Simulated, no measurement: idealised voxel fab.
Documented hereafter: the process module known as voxel local oxidation.
It is cross-section cut that appears here, measuring 155 nm in width, its square cells being 5 nm in size.
Just so we're on the same page, the cross-sections are grids of square cells, and they're listed out in bands top to bottom, each band one or more rows deep.
Heads up on the band format: heights come first, top then bottom, in nm. After that it's the materials left to right, each with its width in nm. A single material flagged "throughout" fills the whole band edge to edge, and "blank" means there's empty space there.
Beneath 0, the wafer as received is one material, and that level is where height counting begins. The lowest band goes on downward without a bottom; it is written like "z 0 and below".
It should be noted that a width expressed as "30->40" varies in equal increments from row to row of cells within the band, taking the value of the first number at the top row and that of the second number at the bottom row.
"nothing was modified" means the step left every cell of the cross-section as it was.
"Closed internal cavities" means: voids of 8 cells or more that are shut off from the top with no open way through. Written width x height at distance, distance from the left edge, in nm.
Anything after a step's settings on that line? It's the simulator's own note about the step.
If you see "overlay nm" on a step's line and that step has a mask, it's telling you how far right of where it was planned the mask ended up; a negative number means it went left instead.

## These are the steps we planned for the process
- 1: RECEIVE (material Si)
- 2: CONFORMAL_DEP (material SiO2; thk nm 5)
- 3: CONFORMAL_DEP (material SiN; thk nm 10)
- 4: DIRECTIONAL_DEP (material aC; thk nm 15)
- 5: PATTERN (tone cover; mask id ACTIVE; material resist; width nm 125; thk nm 30; overlay nm 0)
- 6: DIRECTIONAL_ETCH (etch materials aC; depth nm 15)
- 7: STRIP (etch materials resist)
- 8: DIRECTIONAL_ETCH (etch materials SiN; depth nm 10)
- 9: STRIP (etch materials aC)
- 10: SELECTIVE_ETCH (etch materials SiO2; depth nm 5)
- 11: OXIDIZE (depth nm 10)
- 12: STRIP (etch materials SiN)

## as received, after step 1
z 0 and below  Si throughout
Closed internal cavities: none

## The following cross-section depicts the wafer upon conclusion of the module. Processing commenced from the starting condition illustrated above and adhered to the plan illustrated above, save for one mistake in execution
z 15 to 10  20 nm blank, 115 nm SiO2, 20 nm blank
z 10 to 0  SiO2 throughout
z 0 and below  Si throughout
Closed internal cavities: none
What was done differently from what was planned? rather than as planned, step 2 actually ran as CONFORMAL_DEP (material SiO2; thk nm 15)
